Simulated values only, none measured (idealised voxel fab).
Name of the process module below: voxel ribs on slabs
It is cross-section cut that appears here, measuring 220 nm in width, its square cells being 5 nm in size.
Bands, listed from the top down, are how a cross-section gets written in this document; the cross-section itself is a grid of square cells, and a band is one or more rows of them. Quick guide to a band line: top height, bottom height (nm) up front; then every material left to right with its width in nm. Only one material and it's marked "everywhere"? Then it fills the band edge to edge. And "empty" just means empty space. Heads up on the height convention: 0 is the point under which the incoming wafer is all one material, and the lowest band has no bottom, it just keeps going down, like "0 and below". Note: "30->40" means the width goes from the first number (top row of the band) to the second number (bottom row) in equal steps per row of cells. "no modifications" (step): cross-section cells unchanged, all of them. Any empty space of 8 cells or more lacking an open way to the top shows up in "Completely enclosed voids" as width x height at distance, distance from the left edge, in nm. Past the settings on a step's line: simulator remark, on that step. Regarding "overlay nm": on a step with a mask, it is the distance the mask lay to the right of its planned place; a negative value places it to the left.

Process steps foreseen in the plan:
step 1: RECEIVE,material Si
step 2: DIRECTIONAL_DEP,material SiO2,thk nm 20
step 3: DIRECTIONAL_DEP,material polySi,thk nm 25
step 4: PATTERN,tone cover,mask id RIB,material resist,width nm 25,thk nm 20,overlay nm 0
step 5: DIRECTIONAL_ETCH,etch materials polySi,depth nm 5
step 6: STRIP,etch materials resist
step 7: MASKED_ETCH,tone cover,mask id SLAB,width nm 75,etch materials polySi,depth nm 20,overlay nm 0
step 8: FILL_DEP,material SiO2,thk nm 20
step 9: CMP,height nm 55
step 10: DIRECTIONAL_DEP,material W,thk nm 10
step 11: DIRECTIONAL_DEP,material aC,thk nm 10
step 12: PATTERN,tone cover,mask id HEATER,material resist,width nm 35,thk nm 30,overlay nm 0
step 13: DIRECTIONAL_ETCH,etch materials aC,depth nm 10
step 14: STRIP,etch materials resist
step 15: DIRECTIONAL_ETCH,etch materials W,depth nm 10
step 16: STRIP,etch materials aC
step 17: CONFORMAL_DEP,material SiN,thk nm 5

So, the first of our two wafers, run just as we planned it:

Wafer at receipt (post step 1), cross-section:
* 0 and below | Si everywhere
* Completely enclosed voids: none

The following cross-section depicts the wafer upon completion of step 2:
* 20 down to 0 | SiO2 everywhere
* Everything under 0 stays put, no change at all.

The following cross-section depicts the wafer upon completion of step 3:
* 45 down to 20 | polySi everywhere
* Everything under 20 stays put, no change at all.

The following cross-section depicts the wafer upon completion of step 4:
* 65 down to 45 | empty (95); resist (25); empty (100)
* Everything under 45 stays put, no change at all.

The following cross-section depicts the wafer upon completion of step 5:
* 65 down to 45 | empty (95); resist (25); empty (100)
* 45 down to 40 | empty (95); polySi (25); empty (100)
* Everything under 40 stays put, no change at all.

The following cross-section depicts the wafer upon completion of step 6:
* 45 down to 40 | empty (95); polySi (25); empty (100)
* Everything under 40 stays put, no change at all.

The following cross-section depicts the wafer upon completion of step 7:
* 45 down to 40 | empty (95); polySi (25); empty (100)
* 40 down to 20 | empty (70); polySi (75); empty (75)
* Everything under 20 stays put, no change at all.

The following cross-section depicts the wafer upon completion of step 8:
* 65 down to 45 | SiO2 everywhere
* 45 down to 40 | SiO2 (95); polySi (25); SiO2 (100)
* 40 down to 20 | SiO2 (70); polySi (75); SiO2 (75)
* Everything under 20 stays put, no change at all.

The following cross-section depicts the wafer upon completion of step 9:
* 55 down to 45 | SiO2 everywhere
* Everything under 45 stays put, no change at all.

The following cross-section depicts the wafer upon completion of step 10:
* 65 down to 55 | W everywhere
* Everything under 55 stays put, no change at all.

The following cross-section depicts the wafer upon completion of step 11:
* 75 down to 65 | aC everywhere
* Everything under 65 stays put, no change at all.

The following cross-section depicts the wafer upon completion of step 12:
* 105 down to 75 | empty (90); resist (35); empty (95)
* Everything under 75 stays put, no change at all.

The following cross-section depicts the wafer upon completion of step 13:
* 95 down to 75 | empty (90); resist (35); empty (95)
* 75 down to 65 | empty (90); aC (35); empty (95)
* Everything under 65 stays put, no change at all.

The following cross-section depicts the wafer upon completion of step 14:
* 75 down to 65 | empty (90); aC (35); empty (95)
* Everything under 65 stays put, no change at all.

The following cross-section depicts the wafer upon completion of step 15:
* 75 down to 65 | empty (90); aC (35); empty (95)
* 65 down to 55 | empty (90); W (35); empty (95)
* Everything under 55 stays put, no change at all.

The following cross-section depicts the wafer upon completion of step 16:
* 65 down to 55 | empty (90); W (35); empty (95)
* Everything under 55 stays put, no change at all.

The following cross-section depicts the wafer upon completion of step 17:
* 70 down to 65 | empty (85); SiN (45); empty (90)
* 65 down to 60 | empty (85); SiN (5); W (35); SiN (5); empty (90)
* 60 down to 55 | SiN (90); W (35); SiN (95)
* Everything under 55 stays put, no change at all.

Wafer two. Same start, same plan, one slip in execution. Same as wafer one through step 6, inclusive:

Cross-section of the second wafer corresponding to the planned conclusion of step 7:
* 45 down to 40 | empty (95); polySi (25); empty (100)
* 40 down to 20 | empty (75); polySi (75); empty (70)
* Everything under 20 stays put, no change at all.

Cross-section of the second wafer corresponding to the planned conclusion of step 8:
* 65 down to 45 | SiO2 everywhere
* 45 down to 40 | SiO2 (95); polySi (25); SiO2 (100)
* 40 down to 20 | SiO2 (75); polySi (75); SiO2 (70)
* Everything under 20 stays put, no change at all.

Cross-section of the second wafer corresponding to the planned conclusion of step 9:
* 55 down to 45 | SiO2 everywhere
* Everything under 45 stays put, no change at all.

Cross-section of the second wafer corresponding to the planned conclusion of step 10:
* 65 down to 55 | W everywhere
* Everything under 55 stays put, no change at all.

Cross-section of the second wafer corresponding to the planned conclusion of step 11:
* 75 down to 65 | aC everywhere
* Everything under 65 stays put, no change at all.

Cross-section of the second wafer corresponding to the planned conclusion of step 12:
* 105 down to 75 | empty (90); resist (35); empty (95)
* Everything under 75 stays put, no change at all.

Cross-section of the second wafer corresponding to the planned conclusion of step 13:
* 95 down to 75 | empty (90); resist (35); empty (95)
* 75 down to 65 | empty (90); aC (35); empty (95)
* Everything under 65 stays put, no change at all.

Cross-section of the second wafer corresponding to the planned conclusion of step 14:
* 75 down to 65 | empty (90); aC (35); empty (95)
* Everything under 65 stays put, no change at all.

Cross-section of the second wafer corresponding to the planned conclusion of step 15:
* 75 down to 65 | empty (90); aC (35); empty (95)
* 65 down to 55 | empty (90); W (35); empty (95)
* Everything under 55 stays put, no change at all.

Cross-section of the second wafer corresponding to the planned conclusion of step 16:
* 65 down to 55 | empty (90); W (35); empty (95)
* Everything under 55 stays put, no change at all.

Cross-section of the second wafer corresponding to the planned conclusion of step 17:
* 70 down to 65 | empty (85); SiN (45); empty (90)
* 65 down to 60 | empty (85); SiN (5); W (35); SiN (5); empty (90)
* 60 down to 55 | SiN (90); W (35); SiN (95)
* Everything under 55 stays put, no change at all.
Where did the run depart from the plan? step 7 was not run as planned; what actually ran was MASKED_ETCH,tone cover,mask id SLAB,width nm 75,etch materials polySi,depth nm 20,overlay nm 5
Final wafers compared: equal cell tally per material, rearranged layout.
